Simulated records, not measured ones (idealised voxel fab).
Name of the process module below: voxel transistor to metal
For reference, the cross-section in this document is cut, with width 165 nm and square cells of 5 nm.
Notation: cross-section as square-cell grid; stated in bands, top first, going down; one or more cell rows per band.
Per band: top height and bottom height in nm, followed by the left-to-right materials and their widths in nm; "everywhere" marks a single material spanning edge to edge, "blank" marks empty space.
A quick word on heights: they are counted from 0, and under that level the wafer as it came to us is one material throughout. The lowest band is different from the rest in having no bottom; it simply continues downward, written as in "0 nm and below".
The two numbers in a width such as "30->40" mark its ends across the band: the first belongs to the top row of cells, the second to the bottom row, and from each row to the next the width moves by the same amount.
Basically "nothing different" means that step didn't change any cell in the cross-section.
Basically, "Closed empty spaces" tells you about the enclosed voids: empty spaces with no open way to the top, 8 cells or bigger, each written width x height at distance, where distance is from the left edge, all in nm.
Step line, after settings: the simulator's comment on this step.
"overlay nm" answers the question of how far to the right of plan the mask lay on a step that has a mask, and when it is negative the answer is to the left.
Pairs from here to the end. Each: cross-section before one process step, cross-section after it, the latter only as far down as the lowest band that changed. Under each: the step between, and its settings. Mind that the pairs may be taken from different runs of this module on the same starting wafer; whether a pair continues from the pair above depends on its entry headed "Incoming structure", and it does only where that entry says so.

## Incoming structure
30 nm to 25 nm  blank (55); HfO2 (20); blank (15); HfO2 (20); blank (55)
25 nm to 20 nm  HfO2 (60); SiN (10); HfO2 (5); blank (15); HfO2 (5); SiN (10); HfO2 (60)
20 nm to 15 nm  SiO2 (60); SiN (10); HfO2 (5); blank (15); HfO2 (5); SiN (10); SiO2 (60)
15 nm to 0 nm  SiO2 (40); nSi (20); SiN (10); HfO2 (5); blank (15); HfO2 (5); SiN (10); nSi (20); SiO2 (40)
0 nm to -5 nm  SiO2 (20); nSi (40); SiO2 (5); HfO2 (35); SiO2 (5); nSi (40); SiO2 (20)
-5 nm to -20 nm  SiO2 (25); nSi (35); Si (45); nSi (35); SiO2 (25)
-20 nm to -50 nm  SiO2 (25); Si (115); SiO2 (25)
-50 nm and below  Si everywhere
Closed empty spaces: none

## Sectional Result
35 nm to 30 nm  blank (50); TiN (30); blank (5); TiN (30); blank (50)
30 nm to 25 nm  TiN (55); HfO2 (20); TiN (5); blank (5); TiN (5); HfO2 (20); TiN (55)
25 nm to 20 nm  HfO2 (60); SiN (10); HfO2 (5); TiN (5); blank (5); TiN (5); HfO2 (5); SiN (10); HfO2 (60)
20 nm to 15 nm  SiO2 (60); SiN (10); HfO2 (5); TiN (5); blank (5); TiN (5); HfO2 (5); SiN (10); SiO2 (60)
15 nm to 5 nm  SiO2 (40); nSi (20); SiN (10); HfO2 (5); TiN (5); blank (5); TiN (5); HfO2 (5); SiN (10); nSi (20); SiO2 (40)
5 nm to 0 nm  SiO2 (40); nSi (20); SiN (10); HfO2 (5); TiN (15); HfO2 (5); SiN (10); nSi (20); SiO2 (40)
Everything below 0 is unchanged.
Closed empty spaces: none
Going from the before section above to the after section, the step was CONFORMAL_DEP: material TiN, thk nm 5

Incoming structure: check the pair just above; its after cross-section is our before state.

## Sectional Result
40 nm to 35 nm  W everywhere
35 nm to 30 nm  W (50); TiN (30); W (5); TiN (30); W (50)
30 nm to 25 nm  TiN (55); HfO2 (20); TiN (5); W (5); TiN (5); HfO2 (20); TiN (55)
25 nm to 20 nm  HfO2 (60); SiN (10); HfO2 (5); TiN (5); W (5); TiN (5); HfO2 (5); SiN (10); HfO2 (60)
20 nm to 15 nm  SiO2 (60); SiN (10); HfO2 (5); TiN (5); W (5); TiN (5); HfO2 (5); SiN (10); SiO2 (60)
15 nm to 5 nm  SiO2 (40); nSi (20); SiN (10); HfO2 (5); TiN (5); W (5); TiN (5); HfO2 (5); SiN (10); nSi (20); SiO2 (40)
Everything below 5 is unchanged.
Closed empty spaces: none
Going from the before section above to the after section, the step was FILL_DEP: material W, thk nm 5

Incoming structure: check the pair just above; its after cross-section is our before state.

## Sectional Result
20 nm to 15 nm  SiO2 (60); SiN (10); HfO2 (5); TiN (5); W (5); TiN (5); HfO2 (5); SiN (10); SiO2 (60)
Everything below 15 is unchanged.
Closed empty spaces: none
Going from the before section above to the after section, the step was CMP: height nm 20

Incoming structure: check the pair just above; its after cross-section is our before state.

## Sectional Result
30 nm to 20 nm  SiO2 everywhere
Everything below 20 is unchanged.
Closed empty spaces: none
Going from the before section above to the after section, the step was DIRECTIONAL_DEP: material SiO2, thk nm 10

Incoming structure: check the pair just above; its after cross-section is our before state.

## Sectional Result
50 nm to 30 nm  resist (35); blank (20); resist (55); blank (20); resist (35)
Everything below 30 is unchanged.
Closed empty spaces: none
Going from the before section above to the after section, the step was PATTERN: tone open, mask id CONTACT, material resist, width nm 20, pitch nm 75, thk nm 20, overlay nm 0

Incoming structure: check the pair just above; its after cross-section is our before state.

## Sectional Result
50 nm to 30 nm  resist (35); blank (20); resist (55); blank (20); resist (35)
30 nm to 20 nm  SiO2 (35); blank (20); SiO2 (55); blank (20); SiO2 (35)
20 nm to 15 nm  SiO2 (35); blank (20); SiO2 (5); SiN (10); HfO2 (5); TiN (5); W (5); TiN (5); HfO2 (5); SiN (10); SiO2 (5); blank (20); SiO2 (35)
15 nm to 5 nm  SiO2 (35); blank (5); nSi (20); SiN (10); HfO2 (5); TiN (5); W (5); TiN (5); HfO2 (5); SiN (10); nSi (20); blank (5); SiO2 (35)
5 nm to 0 nm  SiO2 (35); blank (5); nSi (20); SiN (10); HfO2 (5); TiN (15); HfO2 (5); SiN (10); nSi (20); blank (5); SiO2 (35)
Everything below 0 is unchanged.
Closed empty spaces: none
Going from the before section above to the after section, the step was DIRECTIONAL_ETCH: etch materials SiO2, depth nm 30

Incoming structure: check the pair just above; its after cross-section is our before state.

## Sectional Result
30 nm to 20 nm  SiO2 (35); blank (20); SiO2 (55); blank (20); SiO2 (35)
Everything below 20 is unchanged.
Closed empty spaces: none
Going from the before section above to the after section, the step was STRIP: etch materials resist

Incoming structure: check the pair just above; its after cross-section is our before state.

## Sectional Result
35 nm to 30 nm  TiN (40); blank (10); TiN (65); blank (10); TiN (40)
30 nm to 20 nm  SiO2 (35); TiN (5); blank (10); TiN (5); SiO2 (55); TiN (5); blank (10); TiN (5); SiO2 (35)
20 nm to 15 nm  SiO2 (35); TiN (20); SiO2 (5); SiN (10); HfO2 (5); TiN (5); W (5); TiN (5); HfO2 (5); SiN (10); SiO2 (5); TiN (20); SiO2 (35)
15 nm to 5 nm  SiO2 (35); TiN (5); nSi (20); SiN (10); HfO2 (5); TiN (5); W (5); TiN (5); HfO2 (5); SiN (10); nSi (20); TiN (5); SiO2 (35)
5 nm to 0 nm  SiO2 (35); TiN (5); nSi (20); SiN (10); HfO2 (5); TiN (15); HfO2 (5); SiN (10); nSi (20); TiN (5); SiO2 (35)
Everything below 0 is unchanged.
Closed empty spaces: none
Going from the before section above to the after section, the step was CONFORMAL_DEP: material TiN, thk nm 5

Incoming structure: check the pair just above; its after cross-section is our before state.

## Sectional Result
40 nm to 35 nm  W everywhere
35 nm to 30 nm  TiN (40); W (10); TiN (65); W (10); TiN (40)
30 nm to 20 nm  SiO2 (35); TiN (5); W (10); TiN (5); SiO2 (55); TiN (5); W (10); TiN (5); SiO2 (35)
Everything below 20 is unchanged.
Closed empty spaces: none
Going from the before section above to the after section, the step was FILL_DEP: material W, thk nm 5

Incoming structure: check the pair just above; its after cross-section is our before state.

## Sectional Result
30 nm to 20 nm  SiO2 (35); TiN (5); W (10); TiN (5); SiO2 (55); TiN (5); W (10); TiN (5); SiO2 (35)
Everything below 20 is unchanged.
Closed empty spaces: none
Going from the before section above to the after section, the step was CMP: height nm 30

Incoming structure: check the pair just above; its after cross-section is our before state.

## Sectional Result
35 nm to 30 nm  SiCN everywhere
Everything below 30 is unchanged.
Closed empty spaces: none
Going from the before section above to the after section, the step was CONFORMAL_DEP: material SiCN, thk nm 5

Incoming structure: check the pair just above; its after cross-section is our before state.

## Sectional Result
55 nm to 35 nm  lowk everywhere
Everything below 35 is unchanged.
Closed empty spaces: none
Going from the before section above to the after section, the step was DIRECTIONAL_DEP: material lowk, thk nm 20

Incoming structure: check the pair just above; its after cross-section is our before state.

## Sectional Result
70 nm to 55 nm  aC everywhere
Everything below 55 is unchanged.
Closed empty spaces: none
Going from the before section above to the after section, the step was DIRECTIONAL_DEP: material aC, thk nm 15

Incoming structure: check the pair just above; its after cross-section is our before state.

## Sectional Result
100 nm to 70 nm  resist (35); blank (20); resist (55); blank (20); resist (35)
Everything below 70 is unchanged.
Closed empty spaces: none
Going from the before section above to the after section, the step was PATTERN: tone open, mask id METAL_1, material resist, width nm 20, pitch nm 75, thk nm 30, overlay nm 0

Incoming structure: check the pair just above; its after cross-section is our before state.

## Sectional Result
85 nm to 70 nm  resist (35); blank (20); resist (55); blank (20); resist (35)
70 nm to 55 nm  aC (35); blank (20); aC (55); blank (20); aC (35)
Everything below 55 is unchanged.
Closed empty spaces: none
Going from the before section above to the after section, the step was DIRECTIONAL_ETCH: etch materials aC, depth nm 15

Incoming structure: check the pair just above; its after cross-section is our before state.

## Sectional Result
70 nm to 55 nm  aC (35); blank (20); aC (55); blank (20); aC (35)
Everything below 55 is unchanged.
Closed empty spaces: none
Going from the before section above to the after section, the step was STRIP: etch materials resist

Incoming structure: check the pair just above; its after cross-section is our before state.

## Sectional Result
70 nm to 55 nm  aC (35); blank (20); aC (55); blank (20); aC (35)
55 nm to 35 nm  lowk (35); blank (20); lowk (55); blank (20); lowk (35)
Everything below 35 is unchanged.
Closed empty spaces: none
Going from the before section above to the after section, the step was DIRECTIONAL_ETCH: etch materials lowk, depth nm 20

Incoming structure: check the pair just above; its after cross-section is our before state.

## Sectional Result
70 nm to 55 nm  aC (35); blank (20); aC (55); blank (20); aC (35)
55 nm to 35 nm  lowk (35); blank (20); lowk (55); blank (20); lowk (35)
35 nm to 30 nm  SiCN (35); blank (20); SiCN (55); blank (20); SiCN (35)
Everything below 30 is unchanged.
Closed empty spaces: none
Going from the before section above to the after section, the step was DIRECTIONAL_ETCH: etch materials SiCN, depth nm 5

Incoming structure: check the pair just above; its after cross-section is our before state.

## Sectional Result
55 nm to 35 nm  lowk (35); blank (20); lowk (55); blank (20); lowk (35)
Everything below 35 is unchanged.
Closed empty spaces: none
Going from the before section above to the after section, the step was STRIP: etch materials aC

Incoming structure: check the pair just above; its after cross-section is our before state.

## Sectional Result
60 nm to 55 nm  TiN (40); blank (10); TiN (65); blank (10); TiN (40)
55 nm to 35 nm  lowk (35); TiN (5); blank (10); TiN (5); lowk (55); TiN (5); blank (10); TiN (5); lowk (35)
35 nm to 30 nm  SiCN (35); TiN (20); SiCN (55); TiN (20); SiCN (35)
Everything below 30 is unchanged.
Closed empty spaces: none
Going from the before section above to the after section, the step was CONFORMAL_DEP: material TiN, thk nm 5

Incoming structure: check the pair just above; its after cross-section is our before state.

## Sectional Result
65 nm to 60 nm  Cu everywhere
60 nm to 55 nm  TiN (40); Cu (10); TiN (65); Cu (10); TiN (40)
55 nm to 35 nm  lowk (35); TiN (5); Cu (10); TiN (5); lowk (55); TiN (5); Cu (10); TiN (5); lowk (35)
Everything below 35 is unchanged.
Closed empty spaces: none
Going from the before section above to the after section, the step was FILL_DEP: material Cu, thk nm 5

Incoming structure: check the pair just above; its after cross-section is our before state.

## Sectional Result
55 nm to 35 nm  lowk (35); TiN (5); Cu (10); TiN (5); lowk (55); TiN (5); Cu (10); TiN (5); lowk (35)
Everything below 35 is unchanged.
Closed empty spaces: none
Going from the before section above to the after section, the step was CMP: height nm 55

Incoming structure: check the pair just above; its after cross-section is our before state.

## Sectional Result
60 nm to 55 nm  blank (30); Ru (30); blank (45); Ru (30); blank (30)
Everything below 55 is unchanged.
Closed empty spaces: none
Going from the before section above to the after section, the step was EPI: material Ru, thk nm 5

Incoming structure: check the pair just above; its after cross-section is our before state.

## Sectional Result
65 nm to 60 nm  SiCN everywhere
60 nm to 55 nm  SiCN (30); Ru (30); SiCN (45); Ru (30); SiCN (30)
Everything below 55 is unchanged.
Closed empty spaces: none
Going from the before section above to the after section, the step was FILL_DEP: material SiCN, thk nm 5

Incoming structure: check the pair just above; its after cross-section is our before state.

## Sectional Result
95 nm to 65 nm  lowk everywhere
Everything below 65 is unchanged.
Closed empty spaces: none
Going from the before section above to the after section, the step was DIRECTIONAL_DEP: material lowk, thk nm 30

Incoming structure: check the pair just above; its after cross-section is our before state.

## Sectional Result
95 nm to 80 nm  lowk (35); blank (20); lowk (55); blank (20); lowk (35)
Everything below 80 is unchanged.
Closed empty spaces: none
Going from the before section above to the after section, the step was MASKED_ETCH: tone open, mask id METAL_2, width nm 20, pitch nm 75, etch materials lowk, depth nm 15, overlay nm 0

Incoming structure: check the pair just above; its after cross-section is our before state.

## Sectional Result
95 nm to 80 nm  lowk (35); blank (20); lowk (55); blank (20); lowk (35)
80 nm to 65 nm  lowk (35); blank (15); lowk (60); blank (15); lowk (40)
Everything below 65 is unchanged.
Closed empty spaces: none
Going from the before section above to the after section, the step was MASKED_ETCH: tone open, mask id METAL_2_HOLES, width nm 15, pitch nm 75, etch materials lowk, depth nm 15, overlay nm 0

Incoming structure: check the pair just above; its after cross-section is our before state.

## Sectional Result
95 nm to 80 nm  lowk (35); blank (20); lowk (55); blank (20); lowk (35)
80 nm to 65 nm  lowk (35); blank (15); lowk (60); blank (15); lowk (40)
65 nm to 60 nm  SiCN (35); blank (15); SiCN (60); blank (15); SiCN (40)
Everything below 60 is unchanged.
Closed empty spaces: none
Going from the before section above to the after section, the step was MASKED_ETCH: tone open, mask id METAL_2_HOLES, width nm 15, pitch nm 75, etch materials SiCN, depth nm 5, overlay nm 0

Incoming structure: check the pair just above; its after cross-section is our before state.

## Sectional Result
100 nm to 95 nm  TiN (40); blank (10); TiN (65); blank (10); TiN (40)
95 nm to 85 nm  lowk (35); TiN (5); blank (10); TiN (5); lowk (55); TiN (5); blank (10); TiN (5); lowk (35)
85 nm to 80 nm  lowk (35); TiN (5); blank (5); TiN (10); lowk (55); TiN (5); blank (5); TiN (10); lowk (35)
80 nm to 65 nm  lowk (35); TiN (5); blank (5); TiN (5); lowk (60); TiN (5); blank (5); TiN (5); lowk (40)
65 nm to 60 nm  SiCN (35); TiN (15); SiCN (60); TiN (15); SiCN (40)
Everything below 60 is unchanged.
Closed empty spaces: none
Going from the before section above to the after section, the step was CONFORMAL_DEP: material TiN, thk nm 5

Incoming structure: check the pair just above; its after cross-section is our before state.

## Sectional Result
105 nm to 100 nm  Cu everywhere
100 nm to 95 nm  TiN (40); Cu (10); TiN (65); Cu (10); TiN (40)
95 nm to 85 nm  lowk (35); TiN (5); Cu (10); TiN (5); lowk (55); TiN (5); Cu (10); TiN (5); lowk (35)
85 nm to 80 nm  lowk (35); TiN (5); Cu (5); TiN (10); lowk (55); TiN (5); Cu (5); TiN (10); lowk (35)
80 nm to 65 nm  lowk (35); TiN (5); Cu (5); TiN (5); lowk (60); TiN (5); Cu (5); TiN (5); lowk (40)
Everything below 65 is unchanged.
Closed empty spaces: none
Going from the before section above to the after section, the step was FILL_DEP: material Cu, thk nm 5

Incoming structure: check the pair just above; its after cross-section is our before state.

## Sectional Result
95 nm to 85 nm  lowk (35); TiN (5); Cu (10); TiN (5); lowk (55); TiN (5); Cu (10); TiN (5); lowk (35)
Everything below 85 is unchanged.
Closed empty spaces: none
Going from the before section above to the after section, the step was CMP: height nm 95

Incoming structure: check the pair just above; its after cross-section is our before state.

## Sectional Result
100 nm to 95 nm  SiCN everywhere
Everything below 95 is unchanged.
Closed empty spaces: none
Going from the before section above to the after section, the step was CONFORMAL_DEP: material SiCN, thk nm 5

## Incoming structure
30 nm to 20 nm  SiO2 (35); TiN (5); W (10); TiN (5); SiO2 (55); TiN (5); W (10); TiN (5); SiO2 (35)
20 nm to 15 nm  SiO2 (35); TiN (20); SiO2 (5); SiN (10); HfO2 (5); TiN (5); W (5); TiN (5); HfO2 (5); SiN (10); SiO2 (5); TiN (20); SiO2 (35)
15 nm to 5 nm  SiO2 (35); TiN (5); nSi (20); SiN (10); HfO2 (5); TiN (5); W (5); TiN (5); HfO2 (5); SiN (10); nSi (20); TiN (5); SiO2 (35)
5 nm to 0 nm  SiO2 (35); TiN (5); nSi (20); SiN (10); HfO2 (5); TiN (15); HfO2 (5); SiN (10); nSi (20); TiN (5); SiO2 (35)
0 nm to -5 nm  SiO2 (20); nSi (40); SiO2 (5); HfO2 (35); SiO2 (5); nSi (40); SiO2 (20)
-5 nm to -20 nm  SiO2 (25); nSi (35); Si (45); nSi (35); SiO2 (25)
-20 nm to -25 nm  SiO2 (25); Si (115); SiO2 (25)
-25 nm and below  Si everywhere
Closed empty spaces: none

## Sectional Result
50 nm to 30 nm  lowk everywhere
Everything below 30 is unchanged.
Closed empty spaces: none
Going from the before section above to the after section, the step was DIRECTIONAL_DEP: material lowk, thk nm 20

Incoming structure: check the pair just above; its after cross-section is our before state.

## Sectional Result
55 nm to 50 nm  SiCN everywhere
Everything below 50 is unchanged.
Closed empty spaces: none
Going from the before section above to the after section, the step was CONFORMAL_DEP: material SiCN, thk nm 5

Incoming structure: check the pair just above; its after cross-section is our before state.

## Sectional Result
70 nm to 55 nm  aC everywhere
Everything below 55 is unchanged.
Closed empty spaces: none
Going from the before section above to the after section, the step was DIRECTIONAL_DEP: material aC, thk nm 15

Incoming structure: check the pair just above; its after cross-section is our before state.

## Sectional Result
100 nm to 70 nm  resist (35); blank (20); resist (55); blank (20); resist (35)
Everything below 70 is unchanged.
Closed empty spaces: none
Going from the before section above to the after section, the step was PATTERN: tone open, mask id METAL_1, material resist, width nm 20, pitch nm 75, thk nm 30, overlay nm 0

Incoming structure: check the pair just above; its after cross-section is our before state.

## Sectional Result
85 nm to 70 nm  resist (35); blank (20); resist (55); blank (20); resist (35)
70 nm to 55 nm  aC (35); blank (20); aC (55); blank (20); aC (35)
Everything below 55 is unchanged.
Closed empty spaces: none
Going from the before section above to the after section, the step was DIRECTIONAL_ETCH: etch materials aC, depth nm 15

Incoming structure: check the pair just above; its after cross-section is our before state.

## Sectional Result
70 nm to 55 nm  aC (35); blank (20); aC (55); blank (20); aC (35)
Everything below 55 is unchanged.
Closed empty spaces: none
Going from the before section above to the after section, the step was STRIP: etch materials resist

Incoming structure: check the pair just above; its after cross-section is our before state.

## Sectional Result
70 nm to 55 nm  aC (35); blank (20); aC (55); blank (20); aC (35)
55 nm to 50 nm  SiCN (35); blank (20); SiCN (55); blank (20); SiCN (35)
Everything below 50 is unchanged.
Closed empty spaces: none
Going from the before section above to the after section, the step was DIRECTIONAL_ETCH: etch materials SiCN, depth nm 5

Incoming structure: check the pair just above; its after cross-section is our before state.

## Sectional Result
55 nm to 50 nm  SiCN (35); blank (20); SiCN (55); blank (20); SiCN (35)
Everything below 50 is unchanged.
Closed empty spaces: none
Going from the before section above to the after section, the step was STRIP: etch materials aC

Incoming structure: check the pair just above; its after cross-section is our before state.

## Sectional Result
60 nm to 55 nm  TiN (40); blank (10); TiN (65); blank (10); TiN (40)
55 nm to 50 nm  SiCN (35); TiN (20); SiCN (55); TiN (20); SiCN (35)
Everything below 50 is unchanged.
Closed empty spaces: none
Going from the before section above to the after section, the step was CONFORMAL_DEP: material TiN, thk nm 5

Incoming structure: check the pair just above; its after cross-section is our before state.

## Sectional Result
65 nm to 60 nm  Cu everywhere
60 nm to 55 nm  TiN (40); Cu (10); TiN (65); Cu (10); TiN (40)
Everything below 55 is unchanged.
Closed empty spaces: none
Going from the before section above to the after section, the step was FILL_DEP: material Cu, thk nm 5

Incoming structure: check the pair just above; its after cross-section is our before state.

## Sectional Result
55 nm to 50 nm  SiCN (35); TiN (20); SiCN (55); TiN (20); SiCN (35)
Everything below 50 is unchanged.
Closed empty spaces: none
Going from the before section above to the after section, the step was CMP: height nm 55

Incoming structure: check the pair just above; its after cross-section is our before state.

## Sectional Result
60 nm to 55 nm  blank (30); Ru (30); blank (45); Ru (30); blank (30)
Everything below 55 is unchanged.
Closed empty spaces: none
Going from the before section above to the after section, the step was EPI: material Ru, thk nm 5

Incoming structure: check the pair just above; its after cross-section is our before state.

## Sectional Result
65 nm to 60 nm  SiCN everywhere
60 nm to 55 nm  SiCN (30); Ru (30); SiCN (45); Ru (30); SiCN (30)
Everything below 55 is unchanged.
Closed empty spaces: none
Going from the before section above to the after section, the step was FILL_DEP: material SiCN, thk nm 5

Incoming structure: check the pair just above; its after cross-section is our before state.

## Sectional Result
95 nm to 65 nm  lowk everywhere
Everything below 65 is unchanged.
Closed empty spaces: none
Going from the before section above to the after section, the step was DIRECTIONAL_DEP: material lowk, thk nm 30

Incoming structure: check the pair just above; its after cross-section is our before state.

## Sectional Result
95 nm to 80 nm  lowk (35); blank (20); lowk (55); blank (20); lowk (35)
Everything below 80 is unchanged.
Closed empty spaces: none
Going from the before section above to the after section, the step was MASKED_ETCH: tone open, mask id METAL_2, width nm 20, pitch nm 75, etch materials lowk, depth nm 15, overlay nm 0

Incoming structure: check the pair just above; its after cross-section is our before state.

## Sectional Result
95 nm to 80 nm  lowk (35); blank (20); lowk (55); blank (20); lowk (35)
80 nm to 65 nm  lowk (35); blank (15); lowk (60); blank (15); lowk (40)
Everything below 65 is unchanged.
Closed empty spaces: none
Going from the before section above to the after section, the step was MASKED_ETCH: tone open, mask id METAL_2_HOLES, width nm 15, pitch nm 75, etch materials lowk, depth nm 15, overlay nm 0

Incoming structure: check the pair just above; its after cross-section is our before state.

## Sectional Result
95 nm to 80 nm  lowk (35); blank (20); lowk (55); blank (20); lowk (35)
80 nm to 65 nm  lowk (35); blank (15); lowk (60); blank (15); lowk (40)
65 nm to 60 nm  SiCN (35); blank (15); SiCN (60); blank (15); SiCN (40)
Everything below 60 is unchanged.
Closed empty spaces: none
Going from the before section above to the after section, the step was MASKED_ETCH: tone open, mask id METAL_2_HOLES, width nm 15, pitch nm 75, etch materials SiCN, depth nm 5, overlay nm 0

Incoming structure: check the pair just above; its after cross-section is our before state.

## Sectional Result
100 nm to 95 nm  TiN (40); blank (10); TiN (65); blank (10); TiN (40)
95 nm to 85 nm  lowk (35); TiN (5); blank (10); TiN (5); lowk (55); TiN (5); blank (10); TiN (5); lowk (35)
85 nm to 80 nm  lowk (35); TiN (5); blank (5); TiN (10); lowk (55); TiN (5); blank (5); TiN (10); lowk (35)
80 nm to 65 nm  lowk (35); TiN (5); blank (5); TiN (5); lowk (60); TiN (5); blank (5); TiN (5); lowk (40)
65 nm to 60 nm  SiCN (35); TiN (15); SiCN (60); TiN (15); SiCN (40)
Everything below 60 is unchanged.
Closed empty spaces: none
Going from the before section above to the after section, the step was CONFORMAL_DEP: material TiN, thk nm 5

Incoming structure: check the pair just above; its after cross-section is our before state.

## Sectional Result
105 nm to 100 nm  Cu everywhere
100 nm to 95 nm  TiN (40); Cu (10); TiN (65); Cu (10); TiN (40)
95 nm to 85 nm  lowk (35); TiN (5); Cu (10); TiN (5); lowk (55); TiN (5); Cu (10); TiN (5); lowk (35)
85 nm to 80 nm  lowk (35); TiN (5); Cu (5); TiN (10); lowk (55); TiN (5); Cu (5); TiN (10); lowk (35)
80 nm to 65 nm  lowk (35); TiN (5); Cu (5); TiN (5); lowk (60); TiN (5); Cu (5); TiN (5); lowk (40)
Everything below 65 is unchanged.
Closed empty spaces: none
Going from the before section above to the after section, the step was FILL_DEP: material Cu, thk nm 5

Incoming structure: check the pair just above; its after cross-section is our before state.

## Sectional Result
95 nm to 85 nm  lowk (35); TiN (5); Cu (10); TiN (5); lowk (55); TiN (5); Cu (10); TiN (5); lowk (35)
Everything below 85 is unchanged.
Closed empty spaces: none
Going from the before section above to the after section, the step was CMP: height nm 95

Incoming structure: check the pair just above; its after cross-section is our before state.

## Sectional Result
100 nm to 95 nm  SiCN everywhere
Everything below 95 is unchanged.
Closed empty spaces: none
Going from the before section above to the after section, the step was CONFORMAL_DEP: material SiCN, thk nm 5

## Incoming structure
35 nm to 15 nm  blank (25); resist (115); blank (25)
15 nm to 5 nm  blank (25); SiN (115); blank (25)
5 nm to 0 nm  blank (25); SiO2 (115); blank (25)
0 nm and below  Si everywhere
Closed empty spaces: none

## Sectional Result
35 nm to 15 nm  blank (25); resist (115); blank (25)
15 nm to 5 nm  blank (25); SiN (115); blank (25)
5 nm to 0 nm  blank (25); SiO2 (115); blank (25)
0 nm to -35 nm  blank (25); Si (115); blank (25)
Everything below -35 is unchanged.
Closed empty spaces: none
Going from the before section above to the after section, the step was DIRECTIONAL_ETCH: etch materials Si, depth nm 35

Incoming structure: check the pair just above; its after cross-section is our before state.

## Sectional Result
15 nm to 5 nm  blank (25); SiN (115); blank (25)
Everything below 5 is unchanged.
Closed empty spaces: none
Going from the before section above to the after section, the step was STRIP: etch materials resist

Incoming structure: check the pair just above; its after cross-section is our before state.

## Sectional Result
25 nm to 15 nm  SiO2 everywhere
15 nm to 5 nm  SiO2 (25); SiN (115); SiO2 (25)
5 nm to 0 nm  SiO2 everywhere
0 nm to -35 nm  SiO2 (25); Si (115); SiO2 (25)
Everything below -35 is unchanged.
Closed empty spaces: none
Going from the before section above to the after section, the step was FILL_DEP: material SiO2, thk nm 10

Incoming structure: check the pair just above; its after cross-section is our before state.

## Sectional Result
15 nm to 5 nm  SiO2 (25); SiN (115); SiO2 (25)
Everything below 5 is unchanged.
Closed empty spaces: none
Going from the before section above to the after section, the step was CMP: height nm 15

Incoming structure: check the pair just above; its after cross-section is our before state.

## Sectional Result
15 nm to 5 nm  blank (25); SiN (115); blank (25)
Everything below 5 is unchanged.
Closed empty spaces: none
Going from the before section above to the after section, the step was SELECTIVE_ETCH: etch materials SiO2, depth nm 10

Incoming structure: check the pair just above; its after cross-section is our before state.

## Sectional Result
5 nm to 0 nm  SiO2 everywhere
Everything below 0 is unchanged.
Closed empty spaces: none
Going from the before section above to the after section, the step was STRIP: etch materials SiN

Incoming structure: check the pair just above; its after cross-section is our before state.

## Sectional Result
0 nm to -35 nm  SiO2 (25); Si (115); SiO2 (25)
Everything below -35 is unchanged.
Closed empty spaces: none
Going from the before section above to the after section, the step was SELECTIVE_ETCH: etch materials SiO2, depth nm 5

Incoming structure: check the pair just above; its after cross-section is our before state.

## Sectional Result
0 nm to -5 nm  SiO2 everywhere
Everything below -5 is unchanged.
Closed empty spaces: none
Going from the before section above to the after section, the step was OXIDIZE: depth nm 5

Incoming structure: check the pair just above; its after cross-section is our before state.

## Sectional Result
25 nm to 0 nm  polySi everywhere
Everything below 0 is unchanged.
Closed empty spaces: none
Going from the before section above to the after section, the step was DIRECTIONAL_DEP: material polySi, thk nm 25

Incoming structure: check the pair just above; its after cross-section is our before state.

## Sectional Result
40 nm to 25 nm  SiCN everywhere
Everything below 25 is unchanged.
Closed empty spaces: none
Going from the before section above to the after section, the step was DIRECTIONAL_DEP: material SiCN, thk nm 15

Incoming structure: check the pair just above; its after cross-section is our before state.

## Sectional Result
40 nm to 25 nm  blank (70); SiCN (25); blank (70)
Everything below 25 is unchanged.
Closed empty spaces: none
Going from the before section above to the after section, the step was MASKED_ETCH: tone cover, mask id GATE, width nm 25, etch materials SiCN, depth nm 25, overlay nm 0

Incoming structure: check the pair just above; its after cross-section is our before state.

## Sectional Result
40 nm to 25 nm  blank (70); SiCN (25); blank (70)
25 nm to 0 nm  blank (70); polySi (25); blank (70)
Everything below 0 is unchanged.
Closed empty spaces: none
Going from the before section above to the after section, the step was MASKED_ETCH: tone cover, mask id GATE, width nm 25, etch materials polySi, depth nm 35, overlay nm 0

Incoming structure: check the pair just above; its after cross-section is our before state.

## Sectional Result
50 nm to 40 nm  blank (60); SiN (45); blank (60)
40 nm to 25 nm  blank (60); SiN (10); SiCN (25); SiN (10); blank (60)
25 nm to 10 nm  blank (60); SiN (10); polySi (25); SiN (10); blank (60)
10 nm to 0 nm  SiN (70); polySi (25); SiN (70)
Everything below 0 is unchanged.
Closed empty spaces: none
Going from the before section above to the after section, the step was CONFORMAL_DEP: material SiN, thk nm 10

Incoming structure: check the pair just above; its after cross-section is our before state.

## Sectional Result
40 nm to 25 nm  blank (60); SiN (10); SiCN (25); SiN (10); blank (60)
25 nm to 0 nm  blank (60); SiN (10); polySi (25); SiN (10); blank (60)
Everything below 0 is unchanged.
Closed empty spaces: none
Going from the before section above to the after section, the step was DIRECTIONAL_ETCH: etch materials SiN, depth nm 10

Incoming structure: check the pair just above; its after cross-section is our before state.

## Sectional Result
40 nm to 25 nm  blank (60); SiN (10); SiCN (25); SiN (10); blank (60)
25 nm to 0 nm  blank (60); SiN (10); polySi (25); SiN (10); blank (60)
0 nm to -5 nm  blank (60); SiO2 (45); blank (60)
Everything below -5 is unchanged.
Closed empty spaces: none
Going from the before section above to the after section, the step was DIRECTIONAL_ETCH: etch materials SiO2, depth nm 5

Incoming structure: check the pair just above; its after cross-section is our before state.

## Sectional Result
40 nm to 25 nm  blank (60); SiN (10); SiCN (25); SiN (10); blank (60)
25 nm to 0 nm  blank (60); SiN (10); polySi (25); SiN (10); blank (60)
0 nm to -5 nm  blank (60); SiO2 (45); blank (60)
-5 nm to -20 nm  SiO2 (25); blank (35); Si (45); blank (35); SiO2 (25)
Everything below -20 is unchanged.
Closed empty spaces: none
Going from the before section above to the after section, the step was DIRECTIONAL_ETCH: etch materials Si, depth nm 15

Incoming structure: check the pair just above; its after cross-section is our before state.

## Sectional Result
40 nm to 25 nm  blank (60); SiN (10); SiCN (25); SiN (10); blank (60)
25 nm to 15 nm  blank (60); SiN (10); polySi (25); SiN (10); blank (60)
15 nm to 0 nm  blank (40); nSi (20); SiN (10); polySi (25); SiN (10); nSi (20); blank (40)
0 nm to -5 nm  blank (20); nSi (40); SiO2 (45); nSi (40); blank (20)
-5 nm to -20 nm  SiO2 (25); nSi (35); Si (45); nSi (35); SiO2 (25)
Everything below -20 is unchanged.
Closed empty spaces: none
Going from the before section above to the after section, the step was EPI: material nSi, thk nm 20
